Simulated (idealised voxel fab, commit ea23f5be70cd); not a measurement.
Title: Process Module voxel self aligned contacts
The width of the displayed cross-section, cut, is 270 nm; its cells are square, with a size of 5 nm.
Cross-section layout: square cells on a grid; listed as bands, top to bottom; a band spans one or more cell rows. The entry gives the band's vertical extent as a top height and a bottom height in nm, then its horizontal make-up as materials from left to right, each with a width in nm. "air" stands for empty space; a single material marked "full width" fills the band edge to edge. Where do heights start? At 0: under that level the wafer as delivered is made of one material only. And the lowest band has no floor; it just carries on downward, as in "0..down". The notation "30..40" denotes a width that varies across the rows of cells in the band, beginning at the first number in the top row, finishing at the second number in the bottom row, and changing by an identical amount from each row to the next. Any step labelled "identical to before" changed none of the cells in the cross-section. So "Enclosed void entries" is basically the list of trapped voids: any empty space of 8 cells or more that can't reach the top through an opening. They're written width x height at distance, the distance being from the left edge, and it's all nm. On a step's line, text after the settings is the simulator commenting on that step. Among the settings permitted on a step's line is "overlay nm"; applied to a step with a mask, it specifies the extent to which the mask lay to the right of its planned position, whereas a negative figure signifies a position to the left.
# Planned process steps
1) RECEIVE: material Si
2) OXIDIZE: depth nm 5
3) DIRECTIONAL_DEP: material polySi, thk nm 20
4) DIRECTIONAL_DEP: material SiN, thk nm 25
5) PATTERN: tone cover, mask id GATE, material resist, width nm 35, pitch nm 75, thk nm 15, overlay nm 0
6) DIRECTIONAL_ETCH: etch materials SiN, depth nm 25
7) DIRECTIONAL_ETCH: etch materials polySi, depth nm 20
8) STRIP: etch materials resist
9) CONFORMAL_DEP: material SiN, thk nm 10
10) DIRECTIONAL_ETCH: etch materials SiN, depth nm 10
11) FILL_DEP: material SiO2, thk nm 20
12) CMP: height nm 55
13) MASKED_ETCH: tone open, mask id CONTACT, width nm 50, etch materials SiO2, depth nm 60, overlay nm 0
14) CONFORMAL_DEP: material TiN, thk nm 5
15) FILL_DEP: material Ru, thk nm 5
16) CMP: height nm 55
17) CONFORMAL_DEP: material SiCN, thk nm 5
# Run as planned: first of two wafers
# Incoming wafer in cross-section (state: after step 1)
  0..down  Si full width
  Enclosed void entries: none
# The following cross-section depicts the wafer upon completion of step 2
  0..-5  SiO2 full width
  Below -5, no change.
# The following cross-section depicts the wafer upon completion of step 3
  20..0  polySi full width
  Below 0, no change.
# The following cross-section depicts the wafer upon completion of step 4
  45..20  SiN full width
  Below 20, no change.
# The following cross-section depicts the wafer upon completion of step 5
  60..45  air (80), then resist (35), then air (40), then resist (35), then air (80)
  Below 45, no change.
# The following cross-section depicts the wafer upon completion of step 6
  60..45  air (80), then resist (35), then air (40), then resist (35), then air (80)
  45..20  air (80), then SiN (35), then air (40), then SiN (35), then air (80)
  Below 20, no change.
# The following cross-section depicts the wafer upon completion of step 7
  60..45  air (80), then resist (35), then air (40), then resist (35), then air (80)
  45..20  air (80), then SiN (35), then air (40), then SiN (35), then air (80)
  20..0  air (80), then polySi (35), then air (40), then polySi (35), then air (80)
  Below 0, no change.
# The following cross-section depicts the wafer upon completion of step 8
  45..20  air (80), then SiN (35), then air (40), then SiN (35), then air (80)
  Below 20, no change.
# The following cross-section depicts the wafer upon completion of step 9
  55..20  air (70), then SiN (55), then air (20), then SiN (55), then air (70)
  20..10  air (70), then SiN (10), then polySi (35), then SiN (10), then air (20), then SiN (10), then polySi (35), then SiN (10), then air (70)
  10..0  SiN (80), then polySi (35), then SiN (40), then polySi (35), then SiN (80)
  Below 0, no change.
# The following cross-section depicts the wafer upon completion of step 10
  45..20  air (70), then SiN (55), then air (20), then SiN (55), then air (70)
  20..0  air (70), then SiN (10), then polySi (35), then SiN (10), then air (20), then SiN (10), then polySi (35), then SiN (10), then air (70)
  Below 0, no change.
# The following cross-section depicts the wafer upon completion of step 11
  65..45  SiO2 full width
  45..20  SiO2 (70), then SiN (55), then SiO2 (20), then SiN (55), then SiO2 (70)
  20..0  SiO2 (70), then SiN (10), then polySi (35), then SiN (10), then SiO2 (20), then SiN (10), then polySi (35), then SiN (10), then SiO2 (70)
  Below 0, no change.
# The following cross-section depicts the wafer upon completion of step 12
  55..45  SiO2 full width
  Below 45, no change.
# The following cross-section depicts the wafer upon completion of step 13
  55..45  SiO2 (110), then air (50), then SiO2 (110)
  45..20  SiO2 (70), then SiN (55), then air (20), then SiN (55), then SiO2 (70)
  20..0  SiO2 (70), then SiN (10), then polySi (35), then SiN (10), then air (20), then SiN (10), then polySi (35), then SiN (10), then SiO2 (70)
  0..-5  SiO2 (125), then air (20), then SiO2 (125)
  Below -5, no change.
# The following cross-section depicts the wafer upon completion of step 14
  60..55  TiN (115), then air (40), then TiN (115)
  55..45  SiO2 (110), then TiN (5..20), then air (40..10), then TiN (5..20), then SiO2 (110)
  45..20  SiO2 (70), then SiN (55), then TiN (5), then air (10), then TiN (5), then SiN (55), then SiO2 (70)
  20..0  SiO2 (70), then SiN (10), then polySi (35), then SiN (10), then TiN (5), then air (10), then TiN (5), then SiN (10), then polySi (35), then SiN (10), then SiO2 (70)
  0..-5  SiO2 (125), then TiN (20), then SiO2 (125)
  Below -5, no change.
# The following cross-section depicts the wafer upon completion of step 15
  65..60  Ru full width
  60..55  TiN (115), then Ru (40), then TiN (115)
  55..45  SiO2 (110), then TiN (5..20), then Ru (40..10), then TiN (5..20), then SiO2 (110)
  45..20  SiO2 (70), then SiN (55), then TiN (5), then Ru (10), then TiN (5), then SiN (55), then SiO2 (70)
  20..0  SiO2 (70), then SiN (10), then polySi (35), then SiN (10), then TiN (5), then Ru (10), then TiN (5), then SiN (10), then polySi (35), then SiN (10), then SiO2 (70)
  Below 0, no change.
# The following cross-section depicts the wafer upon completion of step 16
  55..45  SiO2 (110), then TiN (5..20), then Ru (40..10), then TiN (5..20), then SiO2 (110)
  Below 45, no change.
# The following cross-section depicts the wafer upon completion of step 17
  60..55  SiCN full width
  Below 55, no change.
# Now the other wafer: same start, same recipe, but we messed up one thing when running it. Up to and including step 8 it's the same as the first one
Second wafer, section view, time point: scheduled end of step 9: identical to before
# Second wafer, section view, time point: scheduled end of step 10
  35..20  air (80), then SiN (35), then air (40), then SiN (35), then air (80)
  Below 20, no change.
# Second wafer, section view, time point: scheduled end of step 11
  55..35  SiO2 full width
  35..20  SiO2 (80), then SiN (35), then SiO2 (40), then SiN (35), then SiO2 (80)
  20..0  SiO2 (80), then polySi (35), then SiO2 (40), then polySi (35), then SiO2 (80)
  Below 0, no change.
Second wafer, section view, time point: scheduled end of step 12: identical to before
# Second wafer, section view, time point: scheduled end of step 13
  55..35  SiO2 (110), then air (50), then SiO2 (110)
  35..20  SiO2 (80), then SiN (35), then air (40), then SiN (35), then SiO2 (80)
  20..0  SiO2 (80), then polySi (35), then air (40), then polySi (35), then SiO2 (80)
  0..-5  SiO2 (115), then air (40), then SiO2 (115)
  Below -5, no change.
# Second wafer, section view, time point: scheduled end of step 14
  60..55  TiN (115), then air (40), then TiN (115)
  55..40  SiO2 (110), then TiN (5), then air (40), then TiN (5), then SiO2 (110)
  40..35  SiO2 (110), then TiN (10), then air (30), then TiN (10), then SiO2 (110)
  35..20  SiO2 (80), then SiN (35), then TiN (5), then air (30), then TiN (5), then SiN (35), then SiO2 (80)
  20..0  SiO2 (80), then polySi (35), then TiN (5), then air (30), then TiN (5), then polySi (35), then SiO2 (80)
  0..-5  SiO2 (115), then TiN (40), then SiO2 (115)
  Below -5, no change.
# Second wafer, section view, time point: scheduled end of step 15
  65..60  Ru full width
  60..55  TiN (115), then Ru (40), then TiN (115)
  55..40  SiO2 (110), then TiN (5), then Ru (40), then TiN (5), then SiO2 (110)
  40..35  SiO2 (110), then TiN (10), then Ru (30), then TiN (10), then SiO2 (110)
  35..20  SiO2 (80), then SiN (35), then TiN (5), then Ru (30), then TiN (5), then SiN (35), then SiO2 (80)
  20..0  SiO2 (80), then polySi (35), then TiN (5), then Ru (30), then TiN (5), then polySi (35), then SiO2 (80)
  Below 0, no change.
# Second wafer, section view, time point: scheduled end of step 16
  55..40  SiO2 (110), then TiN (5), then Ru (40), then TiN (5), then SiO2 (110)
  Below 40, no change.
# Second wafer, section view, time point: scheduled end of step 17
  60..55  SiCN full width
  Below 55, no change.
Want to know what went wrong? step 9 of the plan got skipped, so it never ran
Looking at both finished wafers in cells, the second ends up ahead of or behind the first on some materials: Ru +44 | SiN -100 | SiO2 +56
